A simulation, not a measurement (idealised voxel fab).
The name of this process module is voxel capacitor over wiring.
Square cell edge 5 nm, section width 200 nm, ID cut.
How to read a cross-section here: the picture is a grid of square cells, written as bands going from the top down, and any band can span one or more rows of cells.
This entry defines a band. It first specifies the height of the band's top and the height of its bottom in nm, and then specifies the band's materials from left to right, stating each material with its width in nm. The word "edge to edge" identifies a single material that fills the band from edge to edge, while the word "empty" identifies empty space.
Height is counted from the level 0, under which the received wafer is composed throughout of one material. The lowest of the bands is not closed at the bottom but continues downward, in the notation "0 nm and below".
Per-row width for "30->40": begins at first number (top row of band), ends at second number (bottom row), increment between rows held constant.
A step reported as "no change" is a step in which no cell of the cross-section changed.
Basically, "Fully sealed voids" tells you about the enclosed voids: empty spaces with no open way to the top, 8 cells or bigger, each written width x height at distance, where distance is from the left edge, all in nm.
Text after the settings on a step's line: the simulator's own remark on that step.
Steps that use a mask can have "overlay nm" on their line. It says how far the mask sat to the right of where it was meant to be. Negative means to the left.
## Intended process steps
- 1: RECEIVE,material Si
- 2: CONFORMAL_DEP,material SiO2,thk nm 10
- 3: DIRECTIONAL_DEP,material TiN,thk nm 5
- 4: DIRECTIONAL_DEP,material W,thk nm 15
- 5: MASKED_ETCH,tone cover,mask id METAL_1,width nm 30,pitch nm 90,etch materials W,depth nm 15,overlay nm 0
- 6: MASKED_ETCH,tone cover,mask id METAL_1,width nm 30,pitch nm 90,etch materials TiN,depth nm 5,overlay nm 0
- 7: CONFORMAL_DEP,material SiCN,thk nm 5
- 8: FILL_DEP,material lowk,thk nm 10
- 9: CMP,height nm 30
- 10: CONFORMAL_DEP,material SiCN,thk nm 5
- 11: DIRECTIONAL_DEP,material lowk,thk nm 10
- 12: PATTERN,tone open,mask id PLUG_1,material resist,width nm 15,thk nm 15,overlay nm 0
- 13: DIRECTIONAL_ETCH,etch materials lowk,depth nm 10
- 14: DIRECTIONAL_ETCH,etch materials SiCN,depth nm 5
- 15: STRIP,etch materials resist
- 16: EPI,material Ru,thk nm 10
- 17: EPI,material Ru,thk nm 5
- 18: DIRECTIONAL_DEP,material TiN,thk nm 5
- 19: DIRECTIONAL_DEP,material HfO2,thk nm 5
- 20: DIRECTIONAL_DEP,material TiN,thk nm 10
- 21: DIRECTIONAL_DEP,material aC,thk nm 10
- 22: PATTERN,tone cover,mask id UPPER_PLATE,material resist,width nm 65,thk nm 25,overlay nm 0
- 23: DIRECTIONAL_ETCH,etch materials aC,depth nm 5
- 24: STRIP,etch materials resist
- 25: DIRECTIONAL_ETCH,etch materials TiN,depth nm 10
- 26: DIRECTIONAL_ETCH,etch materials HfO2,depth nm 5
- 27: STRIP,etch materials aC
- 28: PATTERN,tone cover,mask id LOWER_PLATE,material resist,width nm 75,thk nm 20,overlay nm 0
- 29: DIRECTIONAL_ETCH,etch materials TiN,depth nm 5
- 30: STRIP,etch materials resist
- 31: FILL_DEP,material SiO2,thk nm 20
- 32: CMP,height nm 80
- 33: DIRECTIONAL_DEP,material aC,thk nm 10
- 34: PATTERN,tone open,mask id PLUG_2,material resist,width nm 15,thk nm 30,overlay nm 0
- 35: DIRECTIONAL_ETCH,etch materials aC,depth nm 10
- 36: STRIP,etch materials resist
- 37: DIRECTIONAL_ETCH,etch materials SiO2,depth nm 15
- 38: STRIP,etch materials aC
- 39: CONFORMAL_DEP,material TiN,thk nm 5
- 40: FILL_DEP,material Cu,thk nm 5
- 41: CMP,height nm 80
- 42: CONFORMAL_DEP,material SiCN,thk nm 5
The plan shows the depth nm of step 23 as the first wafer had it; this setting differs between the wafers, which start out alike.
## This is how the first of several wafers looked in cross-section when it arrived, which is after step 1
    0 nm and below | Si edge to edge
    Fully sealed voids: none
## Note: the following table is arranged by wafer, a row apiece. Each row reports the end-of-module state: per material, cells gained (+) or cells lost (-) compared with the wafer as received; closed voids follow
depth nm 5, +2 Cu, +40 HfO2, +9 Ru, +117 SiCN, +216 SiO2, +114 TiN, +36 W, +146 lowk, Fully sealed voids: none
depth nm 10, +2 Cu, +13 HfO2, +9 Ru, +117 SiCN, +297 SiO2, +60 TiN, +36 W, +146 lowk, Fully sealed voids: none
depth nm 15, +2 Cu, +13 HfO2, +9 Ru, +117 SiCN, +297 SiO2, +60 TiN, +36 W, +146 lowk, Fully sealed voids: none
depth nm 20, +2 Cu, +13 HfO2, +9 Ru, +117 SiCN, +297 SiO2, +60 TiN, +36 W, +146 lowk, Fully sealed voids: none
depth nm 25, +2 Cu, +13 HfO2, +9 Ru, +117 SiCN, +297 SiO2, +60 TiN, +36 W, +146 lowk, Fully sealed voids: none
